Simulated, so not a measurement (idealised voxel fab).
Module name: voxel self aligned vias (process module)
Shown is cross-section cut, with a width of 240 nm and square cells of size 5 nm.
Heads up, the way a cross-section reads in here is a grid of square cells, handed over as bands from the top down, with every band being one or more rows of cells.
The entry gives the band's vertical extent as a top height and a bottom height in nm, then its horizontal make-up as materials from left to right, each with a width in nm. "empty" stands for empty space; a single material marked "edge to edge" fills the band edge to edge.
The level at which height equals 0 is the one under which the wafer, as it arrives, is entirely one material. No lower edge exists for the bottom band, which continues downward and is notated as in "0 down".
The two numbers in a width such as "30->40" mark its ends across the band: the first belongs to the top row of cells, the second to the bottom row, and from each row to the next the width moves by the same amount.
The cross-section has no changed cell in any step marked "no modification".
"Enclosed internal voids" specifies each empty space that is not open to the top and that occupies no fewer than 8 cells, using the form width x height at distance, the distance measured from the left edge and all three quantities in nm.
Note: text after step settings on the step line = simulator remark on that step.
"overlay nm", when on a step's line for a step with a mask, measures how far to the right of its planned place the mask lay; a negative measure means to the left.

The planned process steps are enumerated hereunder:
- 1: RECEIVE: material Si
- 2: CONFORMAL_DEP: material SiO2, thk nm 10
- 3: CONFORMAL_DEP: material SiCN, thk nm 5
- 4: DIRECTIONAL_DEP: material SiO2, thk nm 20
- 5: PATTERN: tone open, mask id LINES, material resist, width nm 25, pitch nm 60, thk nm 20, overlay nm 0
- 6: DIRECTIONAL_ETCH: etch materials SiO2, depth nm 20
- 7: STRIP: etch materials resist
- 8: CONFORMAL_DEP: material TiN, thk nm 5
- 9: FILL_DEP: material W, thk nm 10
- 10: CMP: height nm 35
- 11: SELECTIVE_ETCH: etch materials W Ru TiN, depth nm 10
- 12: FILL_DEP: material SiN, thk nm 10
- 13: CMP: height nm 35
- 14: DIRECTIONAL_DEP: material SiO2, thk nm 20
- 15: DIRECTIONAL_DEP: material aC, thk nm 15
- 16: PATTERN: tone open, mask id VIAS, material resist, width nm 35, thk nm 35, overlay nm -15
- 17: DIRECTIONAL_ETCH: etch materials aC, depth nm 15
- 18: STRIP: etch materials resist
- 19: DIRECTIONAL_ETCH: etch materials SiO2, depth nm 20
- 20: DIRECTIONAL_ETCH: etch materials SiN, depth nm 10
- 21: STRIP: etch materials aC
- 22: CONFORMAL_DEP: material TiN, thk nm 5
- 23: FILL_DEP: material Ru, thk nm 10
- 24: CMP: height nm 55
- 25: CONFORMAL_DEP: material SiN, thk nm 5
Don't read the plan's overlay nm for step 16 as applying to every wafer: that's the first wafer's value, and the wafers differ in it, though they all start identical.

Cross-section of the first incoming wafer of several, state after step 1:
0 down = Si edge to edge
Enclosed internal voids: none

first wafer at the end, after step 25:
60 to 55 = SiN edge to edge
55 to 40 = SiO2 55  TiN 5  Ru 25  TiN 5  SiO2 150
40 to 35 = SiO2 55  TiN 25  Ru 5  TiN 5  SiO2 150
35 to 30 = SiO2 75  TiN 5  Ru 5  TiN 5  SiN 10  SiO2 35  SiN 25  SiO2 80
30 to 25 = SiO2 75  TiN 15  SiN 10  SiO2 35  SiN 25  SiO2 80
25 to 20 = SiO2 75  TiN 5  W 15  TiN 5  SiO2 35  TiN 5  W 15  TiN 5  SiO2 80
20 to 15 = SiO2 75  TiN 25  SiO2 35  TiN 25  SiO2 80
15 to 10 = SiCN edge to edge
10 to 0 = SiO2 edge to edge
0 down = Si edge to edge
Enclosed internal voids: none

last wafer at the end:
60 to 55 = SiN edge to edge
55 to 40 = SiO2 85  TiN 5  Ru 25  TiN 5  SiO2 120
40 to 35 = SiO2 85  TiN 5  Ru 5  TiN 25  SiO2 120
35 to 30 = SiO2 75  SiN 10  TiN 5  Ru 5  TiN 5  SiO2 35  SiN 25  SiO2 80
30 to 25 = SiO2 75  SiN 10  TiN 15  SiO2 35  SiN 25  SiO2 80
25 to 20 = SiO2 75  TiN 5  W 15  TiN 5  SiO2 35  TiN 5  W 15  TiN 5  SiO2 80
20 to 15 = SiO2 75  TiN 25  SiO2 35  TiN 25  SiO2 80
15 to 10 = SiCN edge to edge
10 to 0 = SiO2 edge to edge
0 down = Si edge to edge
Enclosed internal voids: none

each wafer at the end: cells of each material gained (+) or lost (-) since it was received, then its closed voids:
overlay nm -15; +17 Ru; +48 SiCN; +62 SiN; +412 SiO2; +31 TiN; +6 W; Enclosed internal voids: none
overlay nm -10; +19 Ru; +48 SiCN; +60 SiN; +412 SiO2; +31 TiN; +6 W; Enclosed internal voids: none
overlay nm -5; +21 Ru; +48 SiCN; +58 SiN; +412 SiO2; +31 TiN; +6 W; Enclosed internal voids: none
overlay nm 0; +21 Ru; +48 SiCN; +58 SiN; +412 SiO2; +31 TiN; +6 W; Enclosed internal voids: none
overlay nm 5; +21 Ru; +48 SiCN; +58 SiN; +412 SiO2; +31 TiN; +6 W; Enclosed internal voids: none
overlay nm 10; +19 Ru; +48 SiCN; +60 SiN; +412 SiO2; +31 TiN; +6 W; Enclosed internal voids: none
overlay nm 15; +17 Ru; +48 SiCN; +62 SiN; +412 SiO2; +31 TiN; +6 W; Enclosed internal voids: none
